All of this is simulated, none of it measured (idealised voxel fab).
Name of the process module below: voxel air gaps
Shown is cross-section cut, with a width of 185 nm and square cells of size 5 nm.
The cross-sections in this document take the form of a grid made of square cells. They are written out as bands, in order from top to bottom. Each band consists of one or more rows of cells.
Quick guide to a band line: top height, bottom height (nm) up front; then every material left to right with its width in nm. Only one material and it's marked "everywhere"? Then it fills the band edge to edge. And "air" just means empty space.
Heads up on the height convention: 0 is the point under which the incoming wafer is all one material, and the lowest band has no bottom, it just keeps going down, like "0 down".
The width entry "30 to 40" should be interpreted row by row: the top row of cells in the band takes the first number, the bottom row takes the second number, and the change between adjacent rows is uniform throughout.
Given "all unchanged" for a step, no cell of the cross-section differs between before and after that step.
What "Catalogued sealed voids" gives you is every empty space of 8 cells or more that is cut off from the top. Each appears as width x height at distance, with the distance taken from the left edge and width, height and distance all in nm.
Heads up: the bit after the settings on a step's line is the simulator's remark on that step.
If you see "overlay nm" on a step's line and that step has a mask, it's telling you how far right of where it was planned the mask ended up; a negative number means it went left instead.
-- The steps planned for the process are as follows
- 1: RECEIVE: material Si
- 2: CONFORMAL_DEP: material SiO2, thk nm 10
- 3: CONFORMAL_DEP: material SiCN, thk nm 5
- 4: DIRECTIONAL_DEP: material SiO2, thk nm 30
- 5: PATTERN: tone open, mask id LINES, material resist, width nm 20, pitch nm 50, thk nm 20, overlay nm 0
- 6: DIRECTIONAL_ETCH: etch materials SiO2, depth nm 30
- 7: STRIP: etch materials resist
- 8: CONFORMAL_DEP: material TiN, thk nm 5
- 9: FILL_DEP: material Cu, thk nm 5
- 10: CMP: height nm 45
- 11: EPI: material Ru, thk nm 10
- 12: SELECTIVE_ETCH: etch materials SiO2, depth nm 40
- 13: CONFORMAL_DEP: material SiCN, thk nm 5
-- Incoming wafer in cross-section (state: after step 1)
> 0 down  Si everywhere
> Catalogued sealed voids: none
-- First of two wafers, end-of-module section, run followed plan
> 60 to 55  15 of air; 150 of SiCN; 20 of air
> 55 to 45  15 of air; 5 of SiCN; 40 of Ru; 10 of SiCN; 40 of Ru; 10 of SiCN; 40 of Ru; 5 of SiCN; 20 of air
> 45 to 40  15 of air; 15 of SiCN; 5 of TiN; 10 of Cu; 5 of TiN; 30 of SiCN; 5 of TiN; 10 of Cu; 5 of TiN; 30 of SiCN; 5 of TiN; 10 of Cu; 5 of TiN; 15 of SiCN; 20 of air
> 40 to 20  25 of air; 5 of SiCN; 5 of TiN; 10 of Cu; 5 of TiN; 5 of SiCN; 20 of air; 5 of SiCN; 5 of TiN; 10 of Cu; 5 of TiN; 5 of SiCN; 20 of air; 5 of SiCN; 5 of TiN; 10 of Cu; 5 of TiN; 5 of SiCN; 30 of air
> 20 to 15  30 of SiCN; 20 of TiN; 30 of SiCN; 20 of TiN; 30 of SiCN; 20 of TiN; 35 of SiCN
> 15 to 10  SiCN everywhere
> 10 to 0  SiO2 everywhere
> 0 down  Si everywhere
> Catalogued sealed voids: 20 x 20 at 55; 20 x 20 at 105
-- Wafer two (of two), end-of-module cross-section: start = wafer one, plan = wafer one, one run mistake
> 60 to 55  15 of air; 150 of SiCN; 20 of air
> 55 to 45  15 of air; 5 of SiCN; 40 of Ru; 10 of SiCN; 40 of Ru; 10 of SiCN; 40 of Ru; 5 of SiCN; 20 of air
> 45 to 40  15 of air; 15 of SiCN; 5 of TiN; 10 of Cu; 5 of TiN; 30 of SiCN; 5 of TiN; 10 of Cu; 5 of TiN; 30 of SiCN; 5 of TiN; 10 of Cu; 5 of TiN; 15 of SiCN; 20 of air
> 40 to 20  25 of air; 5 of SiCN; 5 of TiN; 10 of Cu; 5 of TiN; 5 of SiCN; 20 of air; 5 of SiCN; 5 of TiN; 10 of Cu; 5 of TiN; 5 of SiCN; 20 of air; 5 of SiCN; 5 of TiN; 10 of Cu; 5 of TiN; 5 of SiCN; 30 of air
> 20 to 15  30 of SiCN; 20 of TiN; 30 of SiCN; 20 of TiN; 30 of SiCN; 20 of TiN; 35 of SiCN
> 15 to 10  Ru everywhere
> 10 to 0  SiO2 everywhere
> 0 down  Si everywhere
> Catalogued sealed voids: 20 x 20 at 55; 20 x 20 at 105
Short version of what went wrong: step 3 changed vs plan, executed as CONFORMAL_DEP: material Ru, thk nm 5
Wrapping up, a cell-based count of both wafers puts the second over or under the first for these materials: 37 more of Ru, 37 fewer of SiCN
